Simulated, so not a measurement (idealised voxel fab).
process module | voxel released beams
cross-section cut | 270 nm wide | cells 5 nm
A cross-section is a grid of square cells, given in bands from the top down. A band is one or more rows of cells.
Each band's line starts with the height of the band's top and of its bottom, in nm. Then come its materials from left to right, each with its width in nm. One material with "throughout" fills the band from edge to edge. "air" is empty space.
Height 0 is the level under which the wafer as received is all one material. The lowest band goes on downwards, as in "0 down".
A width such as "30 to 40" changes by the same amount from each row of cells to the next, from the band's top row to its bottom row.
"no change" after a step means that no cell of the cross-section changed.
closed voids: empty space of 8 cells or more with no open way to the top, each as width x height at its distance from the left edge, in nm
after a step's settings: what the simulator itself notes on the step
overlay nm, on a step with a mask: how far to the right of its planned place the mask lay; to the left if negative
plan
1 op RECEIVE | material Si
2 op CONFORMAL_DEP | material Al2O3 | thk nm 5
3 op DIRECTIONAL_DEP | material SiO2 | thk nm 10
4 op MASKED_ETCH | tone open | mask id ANCHOR | width nm 25 | etch materials SiO2 | depth nm 10 | overlay nm 0
5 op CONFORMAL_DEP | material W | thk nm 10
6 op MASKED_ETCH | tone cover | mask id BEAM | width nm 105 | etch materials W | depth nm 10 | overlay nm 0
7 op STRIP | etch materials SiO2
as received, after step 1
  0 down: Si throughout
  closed voids: none
a wafer at the end: this start, this plan, one mistake
  20 to 15: air 80 | W 15 | air 5 | W 85 | air 85
  15 to 5: air 80 to 85 | W 105 to 25 | air 85 to 160
  5 to 0: Al2O3 throughout
  0 down: Si throughout
  closed voids: none
what went wrong: step 3 ran as: op DIRECTIONAL_DEP | material SiO2 | thk nm 5
